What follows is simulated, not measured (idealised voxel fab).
This is a process module. Its name is voxel released beams.
Cross-section cut: width 155 nm, square cells of 5 nm.
Heads up, the way a cross-section reads in here is a grid of square cells, handed over as bands from the top down, with every band being one or more rows of cells. First you get the band's top height and its bottom height, in nm, and then the materials it's made of, left to right, with each width in nm. If you see a single material with "all across", that one covers the band edge to edge. "air" is empty space. Ref level 0: as-received wafer is one material below here. Bottom band extends down with no lower bound ("from 0 down"). A width such as "30 to 40" changes by the same amount from each row of cells to the next, from the band's top row to its bottom row. The designation "all unchanged", where it is given for a processing step, indicates that no cell of the cross-section was altered in the course of that step. Heads up: "Catalogued sealed voids" only lists the empty pockets with no open path to the top that are 8 cells or more, and it writes them as width x height at distance, distance from the left edge, in nm. Note: text after step settings on the step line = simulator remark on that step. What "overlay nm" on a step's line means: if the step has a mask, that mask lay this far to the right of its planned place, or, when the value is negative, to the left.

-- The following list gives the planned process steps
- 1: RECEIVE,material Si
- 2: CONFORMAL_DEP,material SiN,thk nm 5
- 3: DIRECTIONAL_DEP,material SiO2,thk nm 15
- 4: MASKED_ETCH,tone open,mask id ANCHOR,width nm 35,etch materials SiO2,depth nm 15,overlay nm 0
- 5: CONFORMAL_DEP,material W,thk nm 15
- 6: DIRECTIONAL_DEP,material aC,thk nm 15
- 7: PATTERN,tone cover,mask id BEAM,material resist,width nm 90,thk nm 30,overlay nm 0
- 8: DIRECTIONAL_ETCH,etch materials aC,depth nm 15
- 9: STRIP,etch materials resist
- 10: DIRECTIONAL_ETCH,etch materials W,depth nm 15
- 11: STRIP,etch materials aC
- 12: STRIP,etch materials SiO2

-- So, the first of our two wafers, run just as we planned it

-- Here's what the wafer looked like in cross-section when it arrived - that's after step 1
	from 0 down = Si all across
	Catalogued sealed voids: none

-- Presented here is a cross-section of the wafer after step 2 has been performed
	from 5 to 0 = SiN all across
	Everything below 0 is unchanged.

-- Presented here is a cross-section of the wafer after step 3 has been performed
	from 20 to 5 = SiO2 all across
	Everything below 5 is unchanged.

-- Presented here is a cross-section of the wafer after step 4 has been performed
	from 20 to 5 = SiO2 35 nm / air 35 nm / SiO2 85 nm
	Everything below 5 is unchanged.

-- Presented here is a cross-section of the wafer after step 5 has been performed
	from 35 to 20 = W 50 nm / air 5 nm / W 100 nm
	from 20 to 5 = SiO2 35 nm / W 35 nm / SiO2 85 nm
	Everything below 5 is unchanged.

-- Presented here is a cross-section of the wafer after step 6 has been performed
	from 50 to 35 = aC 50 nm / air 5 nm / aC 100 nm
	from 35 to 20 = W 50 nm / aC 5 nm / W 100 nm
	Everything below 20 is unchanged.

-- Presented here is a cross-section of the wafer after step 7 has been performed
	from 80 to 50 = air 30 nm / resist 90 nm / air 35 nm
	from 50 to 35 = aC 50 nm / resist 5 nm / aC 100 nm
	Everything below 35 is unchanged.

-- Presented here is a cross-section of the wafer after step 8 has been performed
	from 65 to 50 = air 30 nm / resist 90 nm / air 35 nm
	from 50 to 35 = air 30 nm / aC 20 nm / resist 5 nm / aC 65 nm / air 35 nm
	Everything below 35 is unchanged.

-- Presented here is a cross-section of the wafer after step 9 has been performed
	from 50 to 35 = air 30 nm / aC 20 nm / air 5 nm / aC 65 nm / air 35 nm
	Everything below 35 is unchanged.

-- Presented here is a cross-section of the wafer after step 10 has been performed
	from 50 to 35 = air 30 nm / aC 20 nm / air 5 nm / aC 65 nm / air 35 nm
	from 35 to 20 = air 30 nm / W 20 nm / aC 5 nm / W 65 nm / air 35 nm
	Everything below 20 is unchanged.

-- Presented here is a cross-section of the wafer after step 11 has been performed
	from 35 to 20 = air 30 nm / W 20 nm / air 5 nm / W 65 nm / air 35 nm
	Everything below 20 is unchanged.

-- Presented here is a cross-section of the wafer after step 12 has been performed
	from 35 to 20 = air 30 nm / W 20 nm / air 5 nm / W 65 nm / air 35 nm
	from 20 to 5 = air 35 nm / W 35 nm / air 85 nm
	Everything below 5 is unchanged.

-- Second wafer, same starting state and plan as the first, one mistake in the run, identical through step 1

-- Cross-section: second wafer, time at which step 2 was scheduled to end
	from 15 to 0 = SiO2 all across
	Everything below 0 is unchanged.

-- Cross-section: second wafer, time at which step 3 was scheduled to end
	from 20 to 15 = SiN all across
	Everything below 15 is unchanged.

Cross-section: second wafer, time at which step 4 was scheduled to end: all unchanged

-- Cross-section: second wafer, time at which step 5 was scheduled to end
	from 35 to 20 = W all across
	Everything below 20 is unchanged.

-- Cross-section: second wafer, time at which step 6 was scheduled to end
	from 50 to 35 = aC all across
	Everything below 35 is unchanged.

-- Cross-section: second wafer, time at which step 7 was scheduled to end
	from 80 to 50 = air 30 nm / resist 90 nm / air 35 nm
	Everything below 50 is unchanged.

-- Cross-section: second wafer, time at which step 8 was scheduled to end
	from 65 to 50 = air 30 nm / resist 90 nm / air 35 nm
	from 50 to 35 = air 30 nm / aC 90 nm / air 35 nm
	Everything below 35 is unchanged.

-- Cross-section: second wafer, time at which step 9 was scheduled to end
	from 50 to 35 = air 30 nm / aC 90 nm / air 35 nm
	Everything below 35 is unchanged.

-- Cross-section: second wafer, time at which step 10 was scheduled to end
	from 50 to 35 = air 30 nm / aC 90 nm / air 35 nm
	from 35 to 20 = air 30 nm / W 90 nm / air 35 nm
	Everything below 20 is unchanged.

-- Cross-section: second wafer, time at which step 11 was scheduled to end
	from 35 to 20 = air 30 nm / W 90 nm / air 35 nm
	Everything below 20 is unchanged.

Cross-section: second wafer, time at which step 12 was scheduled to end: all unchanged
Processing error: plan steps 2 and 3 run swapped
Count the cells at the end and the second wafer has more or fewer of some materials than the first: +93 SiO2, -18 W
